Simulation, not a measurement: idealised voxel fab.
voxel fin reveal: a process module
The figure presents cross-section cut, which has a width of 160 nm and is divided into square cells with an edge length of 5 nm.
Format of a cross-section: grid, square cells. Given as bands. Order: top down. Band: one or more rows of cells.
Per band: top height and bottom height in nm, followed by the left-to-right materials and their widths in nm; "full width" marks a single material spanning edge to edge, "blank" marks empty space.
We count height from 0. Below that, the starting wafer is all one material. The lowest band never ends at the bottom but goes on down; see "from 0 down" for how that is written.
Width "30 to 40": first value at the band's top row of cells, second value at its bottom row, equal change from row to row.
"nothing got changed", as given for a step, is the statement that not any cell of the cross-section underwent a change during that step.
What "Unvented cavities" gives you is every empty space of 8 cells or more that is cut off from the top. Each appears as width x height at distance, with the distance taken from the left edge and width, height and distance all in nm.
On a step's line, text after the settings is the simulator commenting on that step.
overlay nm: mask offset rightward from planned place, masked step; negative means leftward offset.

# These are the steps we planned for the process
- 1: RECEIVE, material Si
- 2: CONFORMAL_DEP, material SiN, thk nm 10
- 3: DIRECTIONAL_DEP, material aC, thk nm 15
- 4: PATTERN, tone cover, mask id FINS, material resist, width nm 15, pitch nm 40, thk nm 35, overlay nm 0
- 5: DIRECTIONAL_ETCH, etch materials aC, depth nm 15
- 6: STRIP, etch materials resist
- 7: DIRECTIONAL_ETCH, etch materials SiN, depth nm 10
- 8: DIRECTIONAL_ETCH, etch materials Si, depth nm 30
- 9: STRIP, etch materials aC
- 10: FILL_DEP, material SiO2, thk nm 15
- 11: CMP, height nm 10
- 12: SELECTIVE_ETCH, etch materials SiO2, depth nm 25
- 13: STRIP, etch materials SiN
- 14: CONFORMAL_DEP, material HfO2, thk nm 5

# The cross-section here shows the wafer as received, i.e. in its state after step 1
	from 0 down | Si full width
	Unvented cavities: none

# Figure: cross-sectional view of the wafer upon completion of the module, processed from the initial state and according to the plan depicted above, with one error introduced during execution
	from 5 to 0 | HfO2 (35)  blank (5)  HfO2 (35)  blank (5)  HfO2 (35)  blank (5)  HfO2 (40)
	from 0 to -10 | Si (30)  HfO2 (5)  blank (5)  HfO2 (5)  Si (25)  HfO2 (5)  blank (5)  HfO2 (5)  Si (25)  HfO2 (5)  blank (5)  HfO2 (5)  Si (35)
	from -10 to -15 | Si (30)  HfO2 (15)  Si (25)  HfO2 (15)  Si (25)  HfO2 (15)  Si (35)
	from -15 to -30 | Si (30)  SiO2 (15)  Si (25)  SiO2 (15)  Si (25)  SiO2 (15)  Si (35)
	from -30 down | Si full width
	Unvented cavities: none
Error vs. plan: not per plan at step 4, really ran PATTERN, tone open, mask id FINS, material resist, width nm 15, pitch nm 40, thk nm 35, overlay nm 0
